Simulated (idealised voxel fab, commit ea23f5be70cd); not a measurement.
Name of the process module below: voxel fin reveal
It is cross-section cut that appears here, measuring 210 nm in width, its square cells being 5 nm in size.
How to read a cross-section here: the picture is a grid of square cells, written as bands going from the top down, and any band can span one or more rows of cells.
The entry gives the band's vertical extent as a top height and a bottom height in nm, then its horizontal make-up as materials from left to right, each with a width in nm. "air" stands for empty space; a single material marked "everywhere" fills the band edge to edge.
Height is counted from the level 0, under which the received wafer is composed throughout of one material. The lowest of the bands is not closed at the bottom but continues downward, in the notation "0 nm and below".
With a width like "30 to 40", each row of cells in the band differs from the next by the same amount, the top row carrying the first number and the bottom row the second.
What does "nothing changed" mean for a step? It means no cell of the cross-section changed in that step.
Each empty space that has no open way to the top and spans at least 8 cells appears under "Closed void list" as width x height at distance, the distance counted from the left edge, all in nm.
Formally, on a step line, whatever follows the settings is a remark that the simulator itself makes on the step.
Steps that use a mask can have "overlay nm" on their line. It says how far the mask sat to the right of where it was meant to be. Negative means to the left.

Process steps (planned)
1) RECEIVE,material Si
2) CONFORMAL_DEP,material SiN,thk nm 5
3) PATTERN,tone cover,mask id FINS,material resist,width nm 15,pitch nm 40,thk nm 20,overlay nm 0
4) DIRECTIONAL_ETCH,etch materials SiN,depth nm 5
5) DIRECTIONAL_ETCH,etch materials Si,depth nm 35
6) STRIP,etch materials resist
7) FILL_DEP,material SiO2,thk nm 5
8) CMP,height nm 5
9) SELECTIVE_ETCH,etch materials SiO2,depth nm 30
10) STRIP,etch materials SiN
11) CONFORMAL_DEP,material HfO2,thk nm 5
Across this set of wafers, the varied parameter is the width nm of step 3. Starting conditions are identical for every wafer, and the plan reports the value assigned to the first wafer.

Cross-section of the first incoming wafer of several, state after step 1
  0 nm and below: Si everywhere
  Closed void list: none

After the module's final step, step 11: the first of several wafers in cross-section
  5 nm to 0 nm: air=30 / HfO2=25 / air=15 / HfO2=25 / air=15 / HfO2=25 / air=15 / HfO2=25 / air=35
  0 nm to -20 nm: air=30 / HfO2=5 / Si=15 / HfO2=5 / air=15 / HfO2=5 / Si=15 / HfO2=5 / air=15 / HfO2=5 / Si=15 / HfO2=5 / air=15 / HfO2=5 / Si=15 / HfO2=5 / air=35
  -20 nm to -25 nm: HfO2=35 / Si=15 / HfO2=25 / Si=15 / HfO2=25 / Si=15 / HfO2=25 / Si=15 / HfO2=40
  -25 nm to -35 nm: SiO2=35 / Si=15 / SiO2=25 / Si=15 / SiO2=25 / Si=15 / SiO2=25 / Si=15 / SiO2=40
  -35 nm and below: Si everywhere
  Closed void list: none

Cross-section, module end, final of several wafers
  5 nm to 0 nm: air=25 / HfO2=35 / air=5 / HfO2=35 / air=5 / HfO2=35 / air=5 / HfO2=35 / air=30
  0 nm to -20 nm: air=25 / HfO2=5 / Si=25 / HfO2=5 / air=5 / HfO2=5 / Si=25 / HfO2=5 / air=5 / HfO2=5 / Si=25 / HfO2=5 / air=5 / HfO2=5 / Si=25 / HfO2=5 / air=30
  -20 nm to -25 nm: HfO2=30 / Si=25 / HfO2=15 / Si=25 / HfO2=15 / Si=25 / HfO2=15 / Si=25 / HfO2=35
  -25 nm to -35 nm: SiO2=30 / Si=25 / SiO2=15 / Si=25 / SiO2=15 / Si=25 / SiO2=15 / Si=25 / SiO2=35
  -35 nm and below: Si everywhere
  Closed void list: none

Note: the following table is arranged by wafer, a row apiece. Each row reports the end-of-module state: per material, cells gained (+) or cells lost (-) compared with the wafer as received; closed voids follow
width nm 15, +82 HfO2, -210 Si, +60 SiO2, Closed void list: none
width nm 20, +82 HfO2, -182 Si, +52 SiO2, Closed void list: none
width nm 25, +82 HfO2, -154 Si, +44 SiO2, Closed void list: none
